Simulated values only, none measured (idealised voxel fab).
Process module under the name voxel gate over fins
Xsec cut, 245 nm wide, square cell size 5 nm.
Just so we're on the same page, the cross-sections are grids of square cells, and they're listed out in bands top to bottom, each band one or more rows deep. First you get the band's top height and its bottom height, in nm, and then the materials it's made of, left to right, with each width in nm. If you see a single material with "edge to edge", that one covers the band edge to edge. "blank" is empty space. For the purposes of this specification, 0 denotes the height below which the wafer in its as-received condition is composed wholly of one material, and the lowermost band, lacking a lower limit, extends downward without end, as expressed in "0 -> down". A two-number width, for instance "30 to 40", indicates that the width is equal to the first number in the top row of the band and to the second number in the bottom row, and that it changes by a constant amount per row of cells. Key: "remains unaltered" - step with no changed cell in the cross-section. In the "Sealed void inventory" entry, you get each enclosed empty space of 8 cells or more, one with no open way to the top, written width x height at distance, distance from the left edge, in nm. Formally, on a step line, whatever follows the settings is a remark that the simulator itself makes on the step. overlay nm: step with mask; distance mask lay right of planned place; negative value = left of planned place.

# Process steps - plan
step 1: RECEIVE with material Si
step 2: CONFORMAL_DEP with material SiN, thk nm 10
step 3: DIRECTIONAL_DEP with material aC, thk nm 10
step 4: PATTERN with tone cover, mask id FINS, material resist, width nm 15, pitch nm 55, thk nm 30, overlay nm 0
step 5: DIRECTIONAL_ETCH with etch materials aC, depth nm 10
step 6: STRIP with etch materials resist
step 7: DIRECTIONAL_ETCH with etch materials SiN, depth nm 10
step 8: DIRECTIONAL_ETCH with etch materials Si, depth nm 40
step 9: STRIP with etch materials aC
step 10: OXIDIZE with depth nm 5
step 11: FILL_DEP with material SiO2, thk nm 10
step 12: CMP with height nm 10
step 13: PATTERN with tone open, mask id RAIL, material resist, width nm 15, thk nm 15, overlay nm 0
step 14: DIRECTIONAL_ETCH with etch materials SiO2, depth nm 45
step 15: STRIP with etch materials resist
step 16: CONFORMAL_DEP with material TiN, thk nm 5
step 17: FILL_DEP with material Ru, thk nm 10
step 18: CMP with height nm 10
step 19: SELECTIVE_ETCH with etch materials W Ru TiN, depth nm 30
step 20: FILL_DEP with material SiO2, thk nm 5
step 21: CMP with height nm 10
step 22: SELECTIVE_ETCH with etch materials SiO2, depth nm 20
step 23: STRIP with etch materials SiN
step 24: CONFORMAL_DEP with material HfO2, thk nm 5
step 25: CONFORMAL_DEP with material TiN, thk nm 5
step 26: FILL_DEP with material W, thk nm 15
step 27: CMP with height nm 20
step 28: CONFORMAL_DEP with material SiN, thk nm 5
For this document, wafers share an identical start and vary in the step 13 width nm; the plan quotes the first wafer's value.

# The first of several wafers in cross-section, exactly as it reached us after step 1
0 -> down = Si edge to edge
Sealed void inventory: none

# First of several wafers: cross-section at the end of the module, after step 28, its last step
25 -> 20 = SiN edge to edge
20 -> 10 = W edge to edge
10 -> 5 = 80 nm W, then 25 nm TiN, then 30 nm W, then 25 nm TiN, then 85 nm W
5 -> 0 = 80 nm W, then 5 nm TiN, then 15 nm HfO2, then 5 nm TiN, then 30 nm W, then 5 nm TiN, then 15 nm HfO2, then 5 nm TiN, then 85 nm W
0 -> -5 = 85 nm TiN, then 5 nm HfO2, then 5 nm Si, then 5 nm HfO2, then 40 nm TiN, then 5 nm HfO2, then 5 nm Si, then 5 nm HfO2, then 90 nm TiN
-5 -> -10 = 90 nm HfO2, then 5 nm Si, then 50 nm HfO2, then 5 nm Si, then 95 nm HfO2
-10 -> -20 = 90 nm SiO2, then 5 nm Si, then 50 nm SiO2, then 5 nm Si, then 95 nm SiO2
-20 -> -30 = 90 nm SiO2, then 5 nm Si, then 15 nm SiO2, then 5 nm TiN, then 5 nm Ru, then 5 nm TiN, then 20 nm SiO2, then 5 nm Si, then 95 nm SiO2
-30 -> -35 = 90 nm SiO2, then 5 nm Si, then 15 nm SiO2, then 15 nm TiN, then 20 nm SiO2, then 5 nm Si, then 95 nm SiO2
-35 -> -45 = 90 nm SiO2, then 5 nm Si, then 50 nm SiO2, then 5 nm Si, then 95 nm SiO2
-45 -> down = Si edge to edge
Sealed void inventory: none

# Cross-section at module completion, last wafer
25 -> 20 = SiN edge to edge
20 -> 10 = W edge to edge
10 -> 5 = 80 nm W, then 25 nm TiN, then 30 nm W, then 25 nm TiN, then 85 nm W
5 -> 0 = 80 nm W, then 5 nm TiN, then 15 nm HfO2, then 5 nm TiN, then 30 nm W, then 5 nm TiN, then 15 nm HfO2, then 5 nm TiN, then 85 nm W
0 -> -5 = 85 nm TiN, then 5 nm HfO2, then 5 nm Si, then 5 nm HfO2, then 40 nm TiN, then 5 nm HfO2, then 5 nm Si, then 5 nm HfO2, then 90 nm TiN
-5 -> -10 = 90 nm HfO2, then 5 nm Si, then 50 nm HfO2, then 5 nm Si, then 95 nm HfO2
-10 -> -20 = 90 nm SiO2, then 5 nm Si, then 50 nm SiO2, then 5 nm Si, then 95 nm SiO2
-20 -> -30 = 90 nm SiO2, then 5 nm Si, then 10 nm SiO2, then 5 nm TiN, then 20 nm Ru, then 5 nm TiN, then 10 nm SiO2, then 5 nm Si, then 95 nm SiO2
-30 -> -35 = 90 nm SiO2, then 5 nm Si, then 10 nm SiO2, then 30 nm TiN, then 10 nm SiO2, then 5 nm Si, then 95 nm SiO2
-35 -> -45 = 90 nm SiO2, then 5 nm Si, then 50 nm SiO2, then 5 nm Si, then 95 nm SiO2
-45 -> down = Si edge to edge
Sealed void inventory: none

# Per wafer (row), end of module: delta in cells per material since receipt, (+) for gained, (-) for lost; closed voids after that
width nm 15, +57 HfO2, +2 Ru, -423 Si, +49 SiN, +320 SiO2, +64 TiN, +176 W, Sealed void inventory: none
width nm 20, +57 HfO2, +4 Ru, -423 Si, +49 SiN, +317 SiO2, +65 TiN, +176 W, Sealed void inventory: none
width nm 25, +57 HfO2, +6 Ru, -423 Si, +49 SiN, +314 SiO2, +66 TiN, +176 W, Sealed void inventory: none
width nm 30, +57 HfO2, +8 Ru, -423 Si, +49 SiN, +311 SiO2, +67 TiN, +176 W, Sealed void inventory: none
